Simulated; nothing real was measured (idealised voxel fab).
process module | voxel gate over fins
cross-section cut | 140 nm wide | cells 5 nm
A cross-section is a grid of square cells, given in bands from the top down. A band is one or more rows of cells.
Each band's line starts with the height of the band's top and of its bottom, in nm. Then come its materials from left to right, each with its width in nm. One material with "throughout" fills the band from edge to edge. "air" is empty space.
Height 0 is the level under which the wafer as received is all one material. The lowest band goes on downwards, as in "0 down".
A width such as "30 to 40" changes by the same amount from each row of cells to the next, from the band's top row to its bottom row.
"no change" after a step means that no cell of the cross-section changed.
closed voids: empty space of 8 cells or more with no open way to the top, each as width x height at its distance from the left edge, in nm
after a step's settings: what the simulator itself notes on the step
overlay nm, on a step with a mask: how far to the right of its planned place the mask lay; to the left if negative
plan
1 op RECEIVE | material Si
2 op CONFORMAL_DEP | material SiN | thk nm 5
3 op PATTERN | tone cover | mask id FINS | material resist | width nm 15 | pitch nm 40 | thk nm 20 | overlay nm 0
4 op DIRECTIONAL_ETCH | etch materials SiN | depth nm 5
5 op DIRECTIONAL_ETCH | etch materials Si | depth nm 40
6 op STRIP | etch materials resist
7 op FILL_DEP | material SiO2 | thk nm 10
8 op CMP | height nm 5
9 op SELECTIVE_ETCH | etch materials SiO2 | depth nm 20
10 op STRIP | etch materials SiN
11 op CONFORMAL_DEP | material HfO2 | thk nm 5
12 op CONFORMAL_DEP | material TiN | thk nm 5
13 op CONFORMAL_DEP | material TiAl | thk nm 5
14 op CONFORMAL_DEP | material TiN | thk nm 5
15 op FILL_DEP | material W | thk nm 10
16 op CMP | height nm 25
17 op CONFORMAL_DEP | material SiCN | thk nm 5
first wafer, as planned
as received, after step 1
  0 down: Si throughout
  closed voids: none
after step 2
  5 to 0: SiN throughout
  below 0: unchanged
after step 3
  25 to 5: air 40 | resist 15 | air 25 | resist 15 | air 45
  below 5: unchanged
after step 4
  25 to 5: air 40 | resist 15 | air 25 | resist 15 | air 45
  5 to 0: air 40 | SiN 15 | air 25 | SiN 15 | air 45
  below 0: unchanged
after step 5
  25 to 5: air 40 | resist 15 | air 25 | resist 15 | air 45
  5 to 0: air 40 | SiN 15 | air 25 | SiN 15 | air 45
  0 to -40: air 40 | Si 15 | air 25 | Si 15 | air 45
  below -40: unchanged
after step 6
  5 to 0: air 40 | SiN 15 | air 25 | SiN 15 | air 45
  below 0: unchanged
after step 7
  15 to 5: SiO2 throughout
  5 to 0: SiO2 40 | SiN 15 | SiO2 25 | SiN 15 | SiO2 45
  0 to -40: SiO2 40 | Si 15 | SiO2 25 | Si 15 | SiO2 45
  below -40: unchanged
after step 8
  5 to 0: SiO2 40 | SiN 15 | SiO2 25 | SiN 15 | SiO2 45
  below 0: unchanged
after step 9
  5 to 0: air 40 | SiN 15 | air 25 | SiN 15 | air 45
  0 to -15: air 40 | Si 15 | air 25 | Si 15 | air 45
  below -15: unchanged
after step 10
  0 to -15: air 40 | Si 15 | air 25 | Si 15 | air 45
  below -15: unchanged
after step 11
  5 to 0: air 35 | HfO2 25 | air 15 | HfO2 25 | air 40
  0 to -10: air 35 | HfO2 5 | Si 15 | HfO2 5 | air 15 | HfO2 5 | Si 15 | HfO2 5 | air 40
  -10 to -15: HfO2 40 | Si 15 | HfO2 25 | Si 15 | HfO2 45
  below -15: unchanged
after step 12
  10 to 5: air 30 | TiN 35 | air 5 | TiN 35 | air 35
  5 to 0: air 30 | TiN 5 | HfO2 25 | TiN 5 | air 5 | TiN 5 | HfO2 25 | TiN 5 | air 35
  0 to -5: air 30 | TiN 5 | HfO2 5 | Si 15 | HfO2 5 | TiN 5 | air 5 | TiN 5 | HfO2 5 | Si 15 | HfO2 5 | TiN 5 | air 35
  -5 to -10: TiN 35 | HfO2 5 | Si 15 | HfO2 5 | TiN 15 | HfO2 5 | Si 15 | HfO2 5 | TiN 40
  below -10: unchanged
after step 13
  15 to 10: air 25 | TiAl 85 | air 30
  10 to 5: air 25 | TiAl 5 | TiN 35 | TiAl 5 | TiN 35 | TiAl 5 | air 30
  5 to 0: air 25 | TiAl 5 | TiN 5 | HfO2 25 | TiN 5 | TiAl 5 | TiN 5 | HfO2 25 | TiN 5 | TiAl 5 | air 30
  0 to -5: TiAl 30 | TiN 5 | HfO2 5 | Si 15 | HfO2 5 | TiN 5 | TiAl 5 | TiN 5 | HfO2 5 | Si 15 | HfO2 5 | TiN 5 | TiAl 35
  below -5: unchanged
after step 14
  20 to 15: air 20 | TiN 95 | air 25
  15 to 10: air 20 | TiN 5 | TiAl 85 | TiN 5 | air 25
  10 to 5: air 20 | TiN 5 | TiAl 5 | TiN 35 | TiAl 5 | TiN 35 | TiAl 5 | TiN 5 | air 25
  5 to 0: TiN 25 | TiAl 5 | TiN 5 | HfO2 25 | TiN 5 | TiAl 5 | TiN 5 | HfO2 25 | TiN 5 | TiAl 5 | TiN 30
  below 0: unchanged
after step 15
  30 to 20: W throughout
  20 to 15: W 20 | TiN 95 | W 25
  15 to 10: W 20 | TiN 5 | TiAl 85 | TiN 5 | W 25
  10 to 5: W 20 | TiN 5 | TiAl 5 | TiN 35 | TiAl 5 | TiN 35 | TiAl 5 | TiN 5 | W 25
  below 5: unchanged
after step 16
  25 to 20: W throughout
  below 20: unchanged
after step 17
  30 to 25: SiCN throughout
  below 25: unchanged
second wafer: like start, like plan, one mistake. Through step 8 it matches the first wafer
when step 9 should have ended
  5 to 0: air 40 | SiN 15 | air 25 | SiN 15 | air 45
  0 to -35: air 40 | Si 15 | air 25 | Si 15 | air 45
  below -35: unchanged
when step 10 should have ended
  0 to -35: air 40 | Si 15 | air 25 | Si 15 | air 45
  below -35: unchanged
when step 11 should have ended
  5 to 0: air 35 | HfO2 25 | air 15 | HfO2 25 | air 40
  0 to -30: air 35 | HfO2 5 | Si 15 | HfO2 5 | air 15 | HfO2 5 | Si 15 | HfO2 5 | air 40
  -30 to -35: HfO2 40 | Si 15 | HfO2 25 | Si 15 | HfO2 45
  below -35: unchanged
when step 12 should have ended
  10 to 5: air 30 | TiN 35 | air 5 | TiN 35 | air 35
  5 to 0: air 30 | TiN 5 | HfO2 25 | TiN 5 | air 5 | TiN 5 | HfO2 25 | TiN 5 | air 35
  0 to -25: air 30 | TiN 5 | HfO2 5 | Si 15 | HfO2 5 | TiN 5 | air 5 | TiN 5 | HfO2 5 | Si 15 | HfO2 5 | TiN 5 | air 35
  -25 to -30: TiN 35 | HfO2 5 | Si 15 | HfO2 5 | TiN 15 | HfO2 5 | Si 15 | HfO2 5 | TiN 40
  below -30: unchanged
when step 13 should have ended
  15 to 10: air 25 | TiAl 85 | air 30
  10 to 5: air 25 | TiAl 5 | TiN 35 | TiAl 5 | TiN 35 | TiAl 5 | air 30
  5 to 0: air 25 | TiAl 5 | TiN 5 | HfO2 25 | TiN 5 | TiAl 5 | TiN 5 | HfO2 25 | TiN 5 | TiAl 5 | air 30
  0 to -20: air 25 | TiAl 5 | TiN 5 | HfO2 5 | Si 15 | HfO2 5 | TiN 5 | TiAl 5 | TiN 5 | HfO2 5 | Si 15 | HfO2 5 | TiN 5 | TiAl 5 | air 30
  -20 to -25: TiAl 30 | TiN 5 | HfO2 5 | Si 15 | HfO2 5 | TiN 5 | TiAl 5 | TiN 5 | HfO2 5 | Si 15 | HfO2 5 | TiN 5 | TiAl 35
  below -25: unchanged
when step 14 should have ended
  20 to 15: air 20 | TiN 95 | air 25
  15 to 10: air 20 | TiN 5 | TiAl 85 | TiN 5 | air 25
  10 to 5: air 20 | TiN 5 | TiAl 5 | TiN 35 | TiAl 5 | TiN 35 | TiAl 5 | TiN 5 | air 25
  5 to 0: air 20 | TiN 5 | TiAl 5 | TiN 5 | HfO2 25 | TiN 5 | TiAl 5 | TiN 5 | HfO2 25 | TiN 5 | TiAl 5 | TiN 5 | air 25
  0 to -15: air 20 | TiN 5 | TiAl 5 | TiN 5 | HfO2 5 | Si 15 | HfO2 5 | TiN 5 | TiAl 5 | TiN 5 | HfO2 5 | Si 15 | HfO2 5 | TiN 5 | TiAl 5 | TiN 5 | air 25
  -15 to -20: TiN 25 | TiAl 5 | TiN 5 | HfO2 5 | Si 15 | HfO2 5 | TiN 5 | TiAl 5 | TiN 5 | HfO2 5 | Si 15 | HfO2 5 | TiN 5 | TiAl 5 | TiN 30
  below -20: unchanged
when step 15 should have ended
  30 to 20: W throughout
  20 to 15: W 20 | TiN 95 | W 25
  15 to 10: W 20 | TiN 5 | TiAl 85 | TiN 5 | W 25
  10 to 5: W 20 | TiN 5 | TiAl 5 | TiN 35 | TiAl 5 | TiN 35 | TiAl 5 | TiN 5 | W 25
  5 to 0: W 20 | TiN 5 | TiAl 5 | TiN 5 | HfO2 25 | TiN 5 | TiAl 5 | TiN 5 | HfO2 25 | TiN 5 | TiAl 5 | TiN 5 | W 25
  0 to -15: W 20 | TiN 5 | TiAl 5 | TiN 5 | HfO2 5 | Si 15 | HfO2 5 | TiN 5 | TiAl 5 | TiN 5 | HfO2 5 | Si 15 | HfO2 5 | TiN 5 | TiAl 5 | TiN 5 | W 25
  below -15: unchanged
when step 16 should have ended
  25 to 20: W throughout
  below 20: unchanged
when step 17 should have ended
  30 to 25: SiCN throughout
  below 25: unchanged
what went wrong: step 9 was run twice
at the end the second wafer has, in cells: 16 more of HfO2 | 88 fewer of SiO2 | 12 more of TiAl | 24 more of TiN | 36 more of W
